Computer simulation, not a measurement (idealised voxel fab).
The document below concerns the process module designated voxel self aligned vias.
The figure presents cross-section cut, which has a width of 155 nm and is divided into square cells with an edge length of 5 nm.
A cross-section is a grid of square cells, given in bands from the top down. A band is one or more rows of cells. Quick guide to a band line: top height, bottom height (nm) up front; then every material left to right with its width in nm. Only one material and it's marked "all across"? Then it fills the band edge to edge. And "blank" just means empty space. Beneath 0, the wafer as received is one material, and that level is where height counting begins. The lowest band goes on downward without a bottom; it is written like "0 down". When a width is written as two numbers, as in "30..40", the first number is the width in the top row of cells of the band and the second is the width in its bottom row, and the width changes by the same amount from each row to the next. A step reported as "no change" is a step in which no cell of the cross-section changed. Empty spaces without an open route to the top, at least 8 cells in extent, make up the entry "Enclosed voids"; each is given as width x height at distance, where the distance is measured from the left edge, and all are in nm. If you see something after the settings on a step's line, that's the simulator's own remark about that step. What "overlay nm" on a step's line means: if the step has a mask, that mask lay this far to the right of its planned place, or, when the value is negative, to the left.
# The steps planned for the process are as follows
1 RECEIVE (material Si)
2 CONFORMAL_DEP (material SiO2; thk nm 15)
3 CONFORMAL_DEP (material SiCN; thk nm 5)
4 DIRECTIONAL_DEP (material SiO2; thk nm 20)
5 DIRECTIONAL_DEP (material aC; thk nm 15)
6 PATTERN (tone open; mask id LINES; material resist; width nm 20; pitch nm 70; thk nm 30; overlay nm 0)
7 DIRECTIONAL_ETCH (etch materials aC; depth nm 15)
8 STRIP (etch materials resist)
9 DIRECTIONAL_ETCH (etch materials SiO2; depth nm 20)
10 STRIP (etch materials aC)
11 CONFORMAL_DEP (material TiN; thk nm 5)
12 FILL_DEP (material W; thk nm 10)
13 CMP (height nm 40)
14 SELECTIVE_ETCH (etch materials W Ru TiN; depth nm 5)
15 FILL_DEP (material SiN; thk nm 10)
16 CMP (height nm 40)
17 DIRECTIONAL_DEP (material SiO2; thk nm 20)
18 DIRECTIONAL_DEP (material aC; thk nm 10)
19 PATTERN (tone open; mask id VIAS; material resist; width nm 40; thk nm 30; overlay nm 0)
20 DIRECTIONAL_ETCH (etch materials aC; depth nm 10)
21 STRIP (etch materials resist)
22 DIRECTIONAL_ETCH (etch materials SiO2; depth nm 20)
23 DIRECTIONAL_ETCH (etch materials SiN; depth nm 5)
24 STRIP (etch materials aC)
25 CONFORMAL_DEP (material TiN; thk nm 5)
26 FILL_DEP (material Cu; thk nm 5)
27 CMP (height nm 60)
28 CONFORMAL_DEP (material SiN; thk nm 5)
# Cross-section of the incoming wafer, state after step 1
> 0 down: Si all across
> Enclosed voids: none
# Sectioned view, first of two wafers, at the close of the module, processed as intended in the plan
> 65 to 60: SiN all across
> 60 to 45: SiO2 (20) | TiN (5) | Cu (30) | TiN (5) | SiO2 (95)
> 45 to 40: SiO2 (20) | TiN (15) | Cu (10) | TiN (15) | SiO2 (95)
> 40 to 35: SiO2 (30) | TiN (20) | SiO2 (50) | SiN (20) | SiO2 (35)
> 35 to 25: SiO2 (30) | TiN (5) | W (10) | TiN (5) | SiO2 (50) | TiN (5) | W (10) | TiN (5) | SiO2 (35)
> 25 to 20: SiO2 (30) | TiN (20) | SiO2 (50) | TiN (20) | SiO2 (35)
> 20 to 15: SiCN all across
> 15 to 0: SiO2 all across
> 0 down: Si all across
> Enclosed voids: none
# Cross-sectional view: second of two wafers, end of module; start and plan identical to the first, one mistake in running
> 65 to 60: SiN all across
> 60 to 45: SiO2 (20) | TiN (5) | Cu (30) | TiN (5) | SiO2 (95)
> 45 to 40: SiO2 (20) | TiN (10) | Cu (10) | TiN (20) | SiO2 (95)
> 40 to 35: SiO2 (25) | TiN (20) | SiO2 (50) | SiN (20) | SiO2 (40)
> 35 to 25: SiO2 (25) | TiN (5) | W (10) | TiN (5) | SiO2 (50) | TiN (5) | W (10) | TiN (5) | SiO2 (40)
> 25 to 20: SiO2 (25) | TiN (20) | SiO2 (50) | TiN (20) | SiO2 (40)
> 20 to 15: SiCN all across
> 15 to 0: SiO2 all across
> 0 down: Si all across
> Enclosed voids: none
what went wrong: in deviation from the planned setting, step 6 was conducted as PATTERN (tone open; mask id LINES; material resist; width nm 20; pitch nm 70; thk nm 30; overlay nm -5)
Tallied in cells, the final second wafer holds each material in the same quantity as the first, although not at the same places.
